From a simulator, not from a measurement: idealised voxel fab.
The process module presented herein is designated voxel gate over fins.
This is section cut - it's 225 nm across, gridded in 5 nm square cells.
Just so we're on the same page, the cross-sections are grids of square cells, and they're listed out in bands top to bottom, each band one or more rows deep. The entry gives the band's vertical extent as a top height and a bottom height in nm, then its horizontal make-up as materials from left to right, each with a width in nm. "empty" stands for empty space; a single material marked "all across" fills the band edge to edge. For the purposes of this specification, 0 denotes the height below which the wafer in its as-received condition is composed wholly of one material, and the lowermost band, lacking a lower limit, extends downward without end, as expressed in "top 0, no bottom". A width given as "30 to 40" starts at the first number in the band's top row and ends at the second number in its bottom row, shifting by an equal amount at every step from row to row. Given "remains unaltered" for a step, no cell of the cross-section differs between before and after that step. "Voids, enclosed" lists enclosed empty spaces (at least 8 cells, no open path upward to the top), each as width x height at distance from the left edge, in nm. That trailing text on a step's line, after the settings, is the simulator's own remark on the step. overlay nm: where the mask lay relative to plan, measured to the right, on steps with a mask; negatives go left.

LISTED BELOW ARE THE PROCESS STEPS AS PLANNED
1) RECEIVE: material Si
2) CONFORMAL_DEP: material SiN, thk nm 10
3) PATTERN: tone cover, mask id FINS, material resist, width nm 15, pitch nm 35, thk nm 20, overlay nm 0
4) DIRECTIONAL_ETCH: etch materials SiN, depth nm 10
5) DIRECTIONAL_ETCH: etch materials Si, depth nm 30
6) STRIP: etch materials resist
7) OXIDIZE: depth nm 5
8) FILL_DEP: material SiO2, thk nm 10
9) CMP: height nm 10
10) SELECTIVE_ETCH: etch materials SiO2, depth nm 25
11) STRIP: etch materials SiN
12) CONFORMAL_DEP: material HfO2, thk nm 5
13) CONFORMAL_DEP: material TiN, thk nm 5
14) CONFORMAL_DEP: material TiAl, thk nm 5
15) CONFORMAL_DEP: material TiN, thk nm 5
16) FILL_DEP: material W, thk nm 15
17) CMP: height nm 30
18) CONFORMAL_DEP: material SiN, thk nm 10

SHOWN IN CROSS-SECTION IS THE WAFER AS RECEIVED, THAT IS, AS IT STANDS AFTER STEP 1
* top 0, no bottom: Si all across
* Voids, enclosed: none

FIRST OF TWO WAFERS, END-OF-MODULE SECTION, RUN FOLLOWED PLAN
* top 40, bottom 30: SiN all across
* top 30, bottom 20: W all across
* top 20, bottom 15: W (55), TiN (115), W (55)
* top 15, bottom 10: W (55), TiN (5), TiAl (105), TiN (5), W (55)
* top 10, bottom 5: W (55), TiN (5), TiAl (5), TiN (25), TiAl (10), TiN (25), TiAl (10), TiN (25), TiAl (5), TiN (5), W (55)
* top 5, bottom 0: TiN (60), TiAl (5), TiN (5), HfO2 (15), TiN (5), TiAl (10), TiN (5), HfO2 (15), TiN (5), TiAl (10), TiN (5), HfO2 (15), TiN (5), TiAl (5), TiN (60)
* top 0, bottom -5: TiAl (65), TiN (5), HfO2 (5), Si (5), HfO2 (5), TiN (5), TiAl (10), TiN (5), HfO2 (5), Si (5), HfO2 (5), TiN (5), TiAl (10), TiN (5), HfO2 (5), Si (5), HfO2 (5), TiN (5), TiAl (65)
* top -5, bottom -10: TiN (70), HfO2 (5), Si (5), HfO2 (5), TiN (20), HfO2 (5), Si (5), HfO2 (5), TiN (20), HfO2 (5), Si (5), HfO2 (5), TiN (70)
* top -10, bottom -15: HfO2 (75), Si (5), HfO2 (30), Si (5), HfO2 (30), Si (5), HfO2 (75)
* top -15, bottom -35: SiO2 (75), Si (5), SiO2 (30), Si (5), SiO2 (30), Si (5), SiO2 (75)
* top -35, no bottom: Si all across
* Voids, enclosed: none

NOW THE SECOND WAFER, CROSS-SECTIONED AT THE END OF THE MODULE. NOTHING DIFFERENT AT THE START, NOTHING DIFFERENT IN THE PLAN COMPARED WITH THE FIRST, JUST ONE MISTAKE WHEN IT WAS ACTUALLY RUN
* top 40, bottom 30: SiN all across
* top 30, bottom 25: W (45), TiN (135), W (45)
* top 25, bottom 15: W (45), TiN (5), TiAl (125), TiN (5), W (45)
* top 15, bottom 10: TiN (50), TiAl (125), TiN (50)
* top 10, bottom 5: TiAl (65), TiN (25), TiAl (10), TiN (25), TiAl (10), TiN (25), TiAl (65)
* top 5, bottom 0: TiAl (65), TiN (5), HfO2 (15), TiN (5), TiAl (10), TiN (5), HfO2 (15), TiN (5), TiAl (10), TiN (5), HfO2 (15), TiN (5), TiAl (65)
* top 0, bottom -5: TiAl (65), TiN (5), HfO2 (5), Si (5), HfO2 (5), TiN (5), TiAl (10), TiN (5), HfO2 (5), Si (5), HfO2 (5), TiN (5), TiAl (10), TiN (5), HfO2 (5), Si (5), HfO2 (5), TiN (5), TiAl (65)
* top -5, bottom -10: TiN (70), HfO2 (5), Si (5), HfO2 (5), TiN (20), HfO2 (5), Si (5), HfO2 (5), TiN (20), HfO2 (5), Si (5), HfO2 (5), TiN (70)
* top -10, bottom -15: HfO2 (75), Si (5), HfO2 (30), Si (5), HfO2 (30), Si (5), HfO2 (75)
* top -15, bottom -35: SiO2 (75), Si (5), SiO2 (30), Si (5), SiO2 (30), Si (5), SiO2 (75)
* top -35, no bottom: Si all across
* Voids, enclosed: none
Processing error: step 14 ran with different settings than intended, the actual operation and settings being CONFORMAL_DEP: material TiAl, thk nm 15
Final wafer comparison in cells, second versus first, more or fewer per material: TiAl +102, W -102
